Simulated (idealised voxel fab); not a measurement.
Process module under the name voxel double patterning
Square cells of 5 nm make up the cross-section cut, whose width is 160 nm.
Square cells in a grid make up a cross-section in this document, and the grid is given as bands, listed from the top down, each one or more rows of cells. Band: top and bottom heights (nm) first, top before bottom; then materials from left to right, widths in nm. "everywhere" marks a sole material filling the band edge to edge. "empty" denotes empty space. Heights are measured from 0, the level below which the as-received wafer is all one material; the lowest band has no bottom and continues downward, written as in "0 down". A width such as "30..40" changes by the same amount from each row of cells to the next, from the band's top row to its bottom row. You'll sometimes find "same as before" written for a step, and that's the way of saying that nowhere in the cross-section did a cell change during that step. "Fully enclosed voids" means: voids of 8 cells or more that are shut off from the top with no open way through. Written width x height at distance, distance from the left edge, in nm. If you see something after the settings on a step's line, that's the simulator's own remark about that step. If you see "overlay nm" on a step's line and that step has a mask, it's telling you how far right of where it was planned the mask ended up; a negative number means it went left instead.
**Steps planned for the process**
step 1: RECEIVE [material Si]
step 2: CONFORMAL_DEP [material SiN] [thk nm 5]
step 3: DIRECTIONAL_DEP [material SiO2] [thk nm 20]
step 4: DIRECTIONAL_DEP [material SiCN] [thk nm 5]
step 5: DIRECTIONAL_DEP [material aC] [thk nm 15]
step 6: PATTERN [tone open] [mask id FIRST] [material resist] [width nm 15] [pitch nm 50] [thk nm 30] [overlay nm 0]
step 7: DIRECTIONAL_ETCH [etch materials aC] [depth nm 15]
step 8: STRIP [etch materials resist]
step 9: DIRECTIONAL_ETCH [etch materials SiCN] [depth nm 5]
step 10: STRIP [etch materials aC]
step 11: DIRECTIONAL_DEP [material aC] [thk nm 10]
step 12: PATTERN [tone open] [mask id SECOND] [material resist] [width nm 15] [thk nm 25] [overlay nm 0]
step 13: DIRECTIONAL_ETCH [etch materials aC] [depth nm 10]
step 14: STRIP [etch materials resist]
step 15: DIRECTIONAL_ETCH [etch materials SiCN] [depth nm 5]
step 16: STRIP [etch materials aC]
step 17: DIRECTIONAL_ETCH [etch materials SiO2] [depth nm 20]
step 18: STRIP [etch materials SiCN]
**The first of two wafers, run as planned**
**Cross-section: wafer on arrival = after step 1**
    0 down = Si everywhere
    Fully enclosed voids: none
**Step 2 done - wafer cross-section**
    5 to 0 = SiN everywhere
    Under 0: no change, same as before.
**Step 3 done - wafer cross-section**
    25 to 5 = SiO2 everywhere
    Under 5: no change, same as before.
**Step 4 done - wafer cross-section**
    30 to 25 = SiCN everywhere
    Under 25: no change, same as before.
**Step 5 done - wafer cross-section**
    45 to 30 = aC everywhere
    Under 30: no change, same as before.
**Step 6 done - wafer cross-section**
    75 to 45 = resist: 45, then empty: 15, then resist: 35, then empty: 15, then resist: 50
    Under 45: no change, same as before.
**Step 7 done - wafer cross-section**
    60 to 45 = resist: 45, then empty: 15, then resist: 35, then empty: 15, then resist: 50
    45 to 30 = aC: 45, then empty: 15, then aC: 35, then empty: 15, then aC: 50
    Under 30: no change, same as before.
**Step 8 done - wafer cross-section**
    45 to 30 = aC: 45, then empty: 15, then aC: 35, then empty: 15, then aC: 50
    Under 30: no change, same as before.
**Step 9 done - wafer cross-section**
    45 to 30 = aC: 45, then empty: 15, then aC: 35, then empty: 15, then aC: 50
    30 to 25 = SiCN: 45, then empty: 15, then SiCN: 35, then empty: 15, then SiCN: 50
    Under 25: no change, same as before.
**Step 10 done - wafer cross-section**
    30 to 25 = SiCN: 45, then empty: 15, then SiCN: 35, then empty: 15, then SiCN: 50
    Under 25: no change, same as before.
**Step 11 done - wafer cross-section**
    40 to 35 = aC: 45, then empty: 15, then aC: 35, then empty: 15, then aC: 50
    35 to 30 = aC everywhere
    30 to 25 = SiCN: 45, then aC: 15, then SiCN: 35, then aC: 15, then SiCN: 50
    Under 25: no change, same as before.
**Step 12 done - wafer cross-section**
    65 to 40 = resist: 70, then empty: 15, then resist: 75
    40 to 35 = aC: 45, then resist: 15, then aC: 35, then resist: 15, then aC: 50
    Under 35: no change, same as before.
**Step 13 done - wafer cross-section**
    55 to 40 = resist: 70, then empty: 15, then resist: 75
    40 to 35 = aC: 45, then resist: 15, then aC: 10, then empty: 15, then aC: 10, then resist: 15, then aC: 50
    35 to 30 = aC: 70, then empty: 15, then aC: 75
    Under 30: no change, same as before.
**Step 14 done - wafer cross-section**
    40 to 35 = aC: 45, then empty: 15, then aC: 10, then empty: 15, then aC: 10, then empty: 15, then aC: 50
    Under 35: no change, same as before.
**Step 15 done - wafer cross-section**
    40 to 35 = aC: 45, then empty: 15, then aC: 10, then empty: 15, then aC: 10, then empty: 15, then aC: 50
    35 to 30 = aC: 70, then empty: 15, then aC: 75
    30 to 25 = SiCN: 45, then aC: 15, then SiCN: 10, then empty: 15, then SiCN: 10, then aC: 15, then SiCN: 50
    Under 25: no change, same as before.
**Step 16 done - wafer cross-section**
    30 to 25 = SiCN: 45, then empty: 15, then SiCN: 10, then empty: 15, then SiCN: 10, then empty: 15, then SiCN: 50
    Under 25: no change, same as before.
**Step 17 done - wafer cross-section**
    30 to 25 = SiCN: 45, then empty: 15, then SiCN: 10, then empty: 15, then SiCN: 10, then empty: 15, then SiCN: 50
    25 to 5 = SiO2: 45, then empty: 15, then SiO2: 10, then empty: 15, then SiO2: 10, then empty: 15, then SiO2: 50
    Under 5: no change, same as before.
**Step 18 done - wafer cross-section**
    25 to 5 = SiO2: 45, then empty: 15, then SiO2: 10, then empty: 15, then SiO2: 10, then empty: 15, then SiO2: 50
    Under 5: no change, same as before.
**Now the other wafer: same start, same recipe, but we messed up one thing when running it. Up to and including step 2 it's the same as the first one**
**Second wafer, cross-section, planned end of step 3**
    45 to 5 = SiO2 everywhere
    Under 5: no change, same as before.
**Second wafer, cross-section, planned end of step 4**
    50 to 45 = SiCN everywhere
    Under 45: no change, same as before.
**Second wafer, cross-section, planned end of step 5**
    65 to 50 = aC everywhere
    Under 50: no change, same as before.
**Second wafer, cross-section, planned end of step 6**
    95 to 65 = resist: 45, then empty: 15, then resist: 35, then empty: 15, then resist: 50
    Under 65: no change, same as before.
**Second wafer, cross-section, planned end of step 7**
    80 to 65 = resist: 45, then empty: 15, then resist: 35, then empty: 15, then resist: 50
    65 to 50 = aC: 45, then empty: 15, then aC: 35, then empty: 15, then aC: 50
    Under 50: no change, same as before.
**Second wafer, cross-section, planned end of step 8**
    65 to 50 = aC: 45, then empty: 15, then aC: 35, then empty: 15, then aC: 50
    Under 50: no change, same as before.
**Second wafer, cross-section, planned end of step 9**
    65 to 50 = aC: 45, then empty: 15, then aC: 35, then empty: 15, then aC: 50
    50 to 45 = SiCN: 45, then empty: 15, then SiCN: 35, then empty: 15, then SiCN: 50
    Under 45: no change, same as before.
**Second wafer, cross-section, planned end of step 10**
    50 to 45 = SiCN: 45, then empty: 15, then SiCN: 35, then empty: 15, then SiCN: 50
    Under 45: no change, same as before.
**Second wafer, cross-section, planned end of step 11**
    60 to 55 = aC: 45, then empty: 15, then aC: 35, then empty: 15, then aC: 50
    55 to 50 = aC everywhere
    50 to 45 = SiCN: 45, then aC: 15, then SiCN: 35, then aC: 15, then SiCN: 50
    Under 45: no change, same as before.
**Second wafer, cross-section, planned end of step 12**
    85 to 60 = resist: 70, then empty: 15, then resist: 75
    60 to 55 = aC: 45, then resist: 15, then aC: 35, then resist: 15, then aC: 50
    Under 55: no change, same as before.
**Second wafer, cross-section, planned end of step 13**
    75 to 60 = resist: 70, then empty: 15, then resist: 75
    60 to 55 = aC: 45, then resist: 15, then aC: 10, then empty: 15, then aC: 10, then resist: 15, then aC: 50
    55 to 50 = aC: 70, then empty: 15, then aC: 75
    Under 50: no change, same as before.
**Second wafer, cross-section, planned end of step 14**
    60 to 55 = aC: 45, then empty: 15, then aC: 10, then empty: 15, then aC: 10, then empty: 15, then aC: 50
    Under 55: no change, same as before.
**Second wafer, cross-section, planned end of step 15**
    60 to 55 = aC: 45, then empty: 15, then aC: 10, then empty: 15, then aC: 10, then empty: 15, then aC: 50
    55 to 50 = aC: 70, then empty: 15, then aC: 75
    50 to 45 = SiCN: 45, then aC: 15, then SiCN: 10, then empty: 15, then SiCN: 10, then aC: 15, then SiCN: 50
    Under 45: no change, same as before.
**Second wafer, cross-section, planned end of step 16**
    50 to 45 = SiCN: 45, then empty: 15, then SiCN: 10, then empty: 15, then SiCN: 10, then empty: 15, then SiCN: 50
    Under 45: no change, same as before.
**Second wafer, cross-section, planned end of step 17**
    50 to 45 = SiCN: 45, then empty: 15, then SiCN: 10, then empty: 15, then SiCN: 10, then empty: 15, then SiCN: 50
    45 to 25 = SiO2: 45, then empty: 15, then SiO2: 10, then empty: 15, then SiO2: 10, then empty: 15, then SiO2: 50
    Under 25: no change, same as before.
**Second wafer, cross-section, planned end of step 18**
    45 to 25 = SiO2: 45, then empty: 15, then SiO2: 10, then empty: 15, then SiO2: 10, then empty: 15, then SiO2: 50
    Under 25: no change, same as before.
Against the plan, the run slipped here: step 3 from the plan got run twice
It is noted that, at the conclusion of processing, the second wafer exhibits a higher or lower cell count for certain materials relative to the first: 128 more of SiO2
